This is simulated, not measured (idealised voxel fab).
voxel released beams: a process module
Pictured: cross-section cut, 255 nm wide, on a grid of 5 nm square cells.
Cross-section layout: square cells on a grid; listed as bands, top to bottom; a band spans one or more cell rows. Band entry format. Leading values: height of top, height of bottom, nm. Remainder: materials in left-to-right order, each with its width in nm. Special words: "all across" on a single material, which then fills the band edge to edge; "air", empty space. For the purposes of this specification, 0 denotes the height below which the wafer in its as-received condition is composed wholly of one material, and the lowermost band, lacking a lower limit, extends downward without end, as expressed in "from 0 down". A two-number width, for instance "30 to 40", indicates that the width is equal to the first number in the top row of the band and to the second number in the bottom row, and that it changes by a constant amount per row of cells. Basically "nothing was modified" means that step didn't change any cell in the cross-section. "Enclosed internal cavities" specifies each empty space that is not open to the top and that occupies no fewer than 8 cells, using the form width x height at distance, the distance measured from the left edge and all three quantities in nm. If you see something after the settings on a step's line, that's the simulator's own remark about that step. The optional step-line setting "overlay nm" applies to steps with a mask and quantifies how far to the right of its planned location the mask lay, a negative value indicating leftward placement.

[Process steps (planned)]
1: op RECEIVE | material Si
2: op CONFORMAL_DEP | material SiN | thk nm 5
3: op DIRECTIONAL_DEP | material SiO2 | thk nm 20
4: op MASKED_ETCH | tone open | mask id ANCHOR | width nm 40 | etch materials SiO2 | depth nm 20 | overlay nm 0
5: op CONFORMAL_DEP | material TiN | thk nm 15
6: op DIRECTIONAL_DEP | material aC | thk nm 10
7: op PATTERN | tone cover | mask id BEAM | material resist | width nm 85 | thk nm 25 | overlay nm 0
8: op DIRECTIONAL_ETCH | etch materials aC | depth nm 10
9: op STRIP | etch materials resist
10: op DIRECTIONAL_ETCH | etch materials TiN | depth nm 15
11: op STRIP | etch materials aC
12: op STRIP | etch materials SiO2

[Wafer at receipt (post step 1), cross-section]
  from 0 down: Si all across
  Enclosed internal cavities: none

[Cross-section taken at module completion on the first of two wafers; processed per the plan]
  from 40 to 25: 80 of air | 20 of TiN | 10 of air | 55 of TiN | 90 of air
  from 25 to 20: 85 of air | 15 of TiN | 10 of air | 15 of TiN | 130 of air
  from 20 to 5: 85 of air | 40 of TiN | 130 of air
  from 5 to 0: SiN all across
  from 0 down: Si all across
  Enclosed internal cavities: none

[Second of two wafers, module complete, sectioned: it shares the first wafer's start and plan but was run with one mistake]
  from 40 to 25: 80 of air | 85 of TiN | 90 of air
  from 25 to 20: SiN all across
  from 20 to 0: SiO2 all across
  from 0 down: Si all across
  Enclosed internal cavities: none
Error vs. plan: transposition of steps 2 and 3 relative to the planned sequence
The closing comparison, in cells, has the second wafer with more or fewer of some materials than the first: +204 SiO2, -24 TiN
